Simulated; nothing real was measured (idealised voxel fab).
process module | voxel transistor to metal
Displayed cross-section: cut, width of 285 nm, square cells sized 5 nm.
We lay out every cross-section as a grid of square cells and spell it out in bands from the top down, where one band means one or more rows of cells. In this notation a band is specified by the heights of its top and bottom, in that order and in nm, after which its materials appear from left to right, each paired with its width in nm. The word "full width" attached to a single material means that material fills the band from edge to edge; the word "blank" stands for empty space. All heights in this document are referenced to 0, defined as the level beneath which the wafer, as received, consists entirely of one material. The lowest band is not bounded below; it extends indefinitely downward and is written in the form "0..down". When a width is written as two numbers, as in "30->40", the first number is the width in the top row of cells of the band and the second is the width in its bottom row, and the width changes by the same amount from each row to the next. Where the words "left unchanged" appear for a step, the cross-section shows no cell changed by that step; every cell remained as before. The entry titled "Enclosed voids" provides the empty spaces that have no open way to the top, restricted to those of 8 cells or more. Each is presented as width x height at distance, the distance being measured from the left edge, with all three in nm. That trailing text on a step's line, after the settings, is the simulator's own remark on the step. The "overlay nm" setting may appear on a step's line; for a step that uses a mask, it gives how far to the right of its planned position the mask lay, and a negative value indicates the left.

This section lists the process steps that were planned
1,op RECEIVE | material Si
2,op CONFORMAL_DEP | material SiO2 | thk nm 5
3,op CONFORMAL_DEP | material SiN | thk nm 10
4,op MASKED_ETCH | tone cover | mask id ACTIVE | width nm 95 | pitch nm 125 | etch materials SiN | depth nm 10 | overlay nm 0
5,op MASKED_ETCH | tone cover | mask id ACTIVE | width nm 95 | pitch nm 125 | etch materials SiO2 | depth nm 5 | overlay nm 0
6,op MASKED_ETCH | tone cover | mask id ACTIVE | width nm 95 | pitch nm 125 | etch materials Si | depth nm 35 | overlay nm 0
7,op FILL_DEP | material SiO2 | thk nm 10
8,op CMP | height nm 15
9,op SELECTIVE_ETCH | etch materials SiO2 | depth nm 5
10,op STRIP | etch materials SiN
11,op SELECTIVE_ETCH | etch materials SiO2 | depth nm 5
12,op OXIDIZE | depth nm 5
13,op DIRECTIONAL_DEP | material polySi | thk nm 20
14,op DIRECTIONAL_DEP | material SiCN | thk nm 10
15,op PATTERN | tone cover | mask id GATE | material resist | width nm 25 | pitch nm 125 | thk nm 20 | overlay nm 0
16,op DIRECTIONAL_ETCH | etch materials SiCN | depth nm 20
17,op DIRECTIONAL_ETCH | etch materials polySi | depth nm 30
18,op STRIP | etch materials resist
19,op CONFORMAL_DEP | material SiN | thk nm 10
20,op DIRECTIONAL_ETCH | etch materials SiN | depth nm 10
21,op DIRECTIONAL_ETCH | etch materials SiO2 | depth nm 5
22,op DIRECTIONAL_ETCH | etch materials Si | depth nm 5
23,op EPI | material SiGe | thk nm 10
24,op FILL_DEP | material SiO2 | thk nm 5
25,op CMP | height nm 30
26,op DIRECTIONAL_DEP | material SiO2 | thk nm 10
27,op MASKED_ETCH | tone open | mask id CONTACT | width nm 15 | etch materials SiO2 | depth nm 35 | overlay nm 0
28,op CONFORMAL_DEP | material TiN | thk nm 5
29,op FILL_DEP | material Ru | thk nm 5
30,op CMP | height nm 40
31,op DIRECTIONAL_DEP | material TiN | thk nm 5
32,op DIRECTIONAL_DEP | material Ru | thk nm 25
33,op MASKED_ETCH | tone cover | mask id METAL_1 | width nm 15 | etch materials Ru | depth nm 25 | overlay nm 0
34,op MASKED_ETCH | tone cover | mask id METAL_1 | width nm 15 | etch materials TiN | depth nm 5 | overlay nm 0
35,op FILL_DEP | material lowk | thk nm 10
36,op CMP | height nm 70
37,op CONFORMAL_DEP | material SiN | thk nm 5

Wafer cross-section on receipt, i.e. after step 1
- 0..down | Si full width
- Enclosed voids: none

End state of the module in cross-section, given the above starting point and plan and one mistake in execution
- 75..70 | SiN full width
- 70..45 | 35 nm lowk, 15 nm Ru, 55 nm lowk, 15 nm Ru, 40 nm lowk, 15 nm Ru, 55 nm lowk, 15 nm Ru, 40 nm lowk
- 45..40 | 35 nm lowk, 15 nm TiN, 55 nm lowk, 15 nm TiN, 40 nm lowk, 15 nm TiN, 55 nm lowk, 15 nm TiN, 40 nm lowk
- 40..30 | 30 nm SiO2, 5 nm TiN, 15 nm Ru, 5 nm TiN, 45 nm SiO2, 5 nm TiN, 15 nm Ru, 5 nm TiN, 30 nm SiO2, 5 nm TiN, 15 nm Ru, 5 nm TiN, 45 nm SiO2, 5 nm TiN, 15 nm Ru, 5 nm TiN, 35 nm SiO2
- 30..20 | 30 nm SiO2, 5 nm TiN, 15 nm Ru, 5 nm TiN, 10 nm SiN, 25 nm SiCN, 10 nm SiN, 5 nm TiN, 15 nm Ru, 5 nm TiN, 30 nm SiO2, 5 nm TiN, 15 nm Ru, 5 nm TiN, 10 nm SiN, 25 nm SiCN, 10 nm SiN, 5 nm TiN, 15 nm Ru, 5 nm TiN, 35 nm SiO2
- 20..10 | 30 nm SiO2, 5 nm TiN, 15 nm Ru, 5 nm TiN, 10 nm SiN, 25 nm polySi, 10 nm SiN, 5 nm TiN, 15 nm Ru, 5 nm TiN, 30 nm SiO2, 5 nm TiN, 15 nm Ru, 5 nm TiN, 10 nm SiN, 25 nm polySi, 10 nm SiN, 5 nm TiN, 15 nm Ru, 5 nm TiN, 35 nm SiO2
- 10..5 | 30 nm SiO2, 25 nm TiN, 10 nm SiN, 25 nm polySi, 10 nm SiN, 25 nm TiN, 30 nm SiO2, 25 nm TiN, 10 nm SiN, 25 nm polySi, 10 nm SiN, 25 nm TiN, 35 nm SiO2
- 5..0 | 25 nm SiO2, 10 nm SiN, 20 nm SiGe, 10 nm SiN, 25 nm polySi, 10 nm SiN, 20 nm SiGe, 10 nm SiN, 20 nm SiO2, 10 nm SiN, 20 nm SiGe, 10 nm SiN, 25 nm polySi, 10 nm SiN, 20 nm SiGe, 10 nm SiN, 30 nm SiO2
- 0..-5 | 35 nm SiO2, 20 nm SiGe, 45 nm SiO2, 20 nm SiGe, 40 nm SiO2, 20 nm SiGe, 45 nm SiO2, 20 nm SiGe, 40 nm SiO2
- -5..-10 | 30 nm SiO2, 5 nm Si, 20 nm SiGe, 45 nm Si, 20 nm SiGe, 5 nm Si, 30 nm SiO2, 5 nm Si, 20 nm SiGe, 45 nm Si, 20 nm SiGe, 5 nm Si, 35 nm SiO2
- -10..-35 | 30 nm SiO2, 95 nm Si, 30 nm SiO2, 95 nm Si, 35 nm SiO2
- -35..down | Si full width
- Enclosed voids: none
Error vs. plan: step 27 off recipe, ran as op MASKED_ETCH | tone open | mask id CONTACT | width nm 25 | etch materials SiO2 | depth nm 35 | overlay nm 0
